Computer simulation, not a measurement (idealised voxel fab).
This section sets out a process module, namely voxel tone inversion.
Pictured: cross-section cut, 250 nm wide, on a grid of 5 nm square cells.
Square cells in a grid make up a cross-section in this document, and the grid is given as bands, listed from the top down, each one or more rows of cells.
Within each band entry, the heights of the top and of the bottom of the band appear first, in that order and in nm; the materials of the band then follow from left to right, each with its corresponding width in nm. The designation "throughout" on a single material indicates that it fills the band from edge to edge; the designation "air" indicates empty space.
Heights from 0 (as-received wafer is one material below). Bottom band endless downward, as "top 0, no bottom".
The two numbers in a width such as "30..40" mark its ends across the band: the first belongs to the top row of cells, the second to the bottom row, and from each row to the next the width moves by the same amount.
No cell of the cross-section changed in a step that is given as "stayed the same".
Look at "Closed void listing" for the closed voids: empty spaces with no open path to the top, sized 8 cells or up. Each is width x height at distance, distance from the left edge, all nm.
It should be noted that, on the line of a given step, the content following the step's settings is a remark produced by the simulator itself with respect to that step.
overlay nm: where the mask lay relative to plan, measured to the right, on steps with a mask; negatives go left.

-- The steps planned for the process are as follows
step 1: RECEIVE [material Si]
step 2: CONFORMAL_DEP [material SiN] [thk nm 10]
step 3: DIRECTIONAL_DEP [material polySi] [thk nm 25]
step 4: PATTERN [tone cover] [mask id POSTS] [material resist] [width nm 15] [pitch nm 45] [thk nm 35] [overlay nm 0]
step 5: DIRECTIONAL_ETCH [etch materials polySi] [depth nm 25]
step 6: STRIP [etch materials resist]
step 7: FILL_DEP [material SiO2] [thk nm 10]
step 8: CMP [height nm 35]
step 9: STRIP [etch materials polySi]
step 10: CONFORMAL_DEP [material TiN] [thk nm 5]
step 11: FILL_DEP [material Ru] [thk nm 10]
step 12: CMP [height nm 35]
step 13: CONFORMAL_DEP [material SiN] [thk nm 5]

-- So this is the incoming wafer in cross-section - it's already been through step 1
* top 0, no bottom  Si throughout
* Closed void listing: none

-- Figure: cross-sectional view of the wafer upon completion of the module, processed from the initial state and according to the plan depicted above, with one error introduced during execution
* top 40, bottom 35  SiN throughout
* top 35, bottom 15  Ru 65 nm | TiN 5 nm | SiO2 15 nm | TiN 5 nm | Ru 20 nm | TiN 5 nm | SiO2 15 nm | TiN 5 nm | Ru 20 nm | TiN 5 nm | SiO2 15 nm | TiN 5 nm | Ru 70 nm
* top 15, bottom 10  TiN 70 nm | SiO2 15 nm | TiN 30 nm | SiO2 15 nm | TiN 30 nm | SiO2 15 nm | TiN 75 nm
* top 10, bottom 0  SiN throughout
* top 0, no bottom  Si throughout
* Closed void listing: none
Run error: rather than as planned, step 4 actually ran as PATTERN [tone open] [mask id POSTS] [material resist] [width nm 15] [pitch nm 45] [thk nm 35] [overlay nm 0]
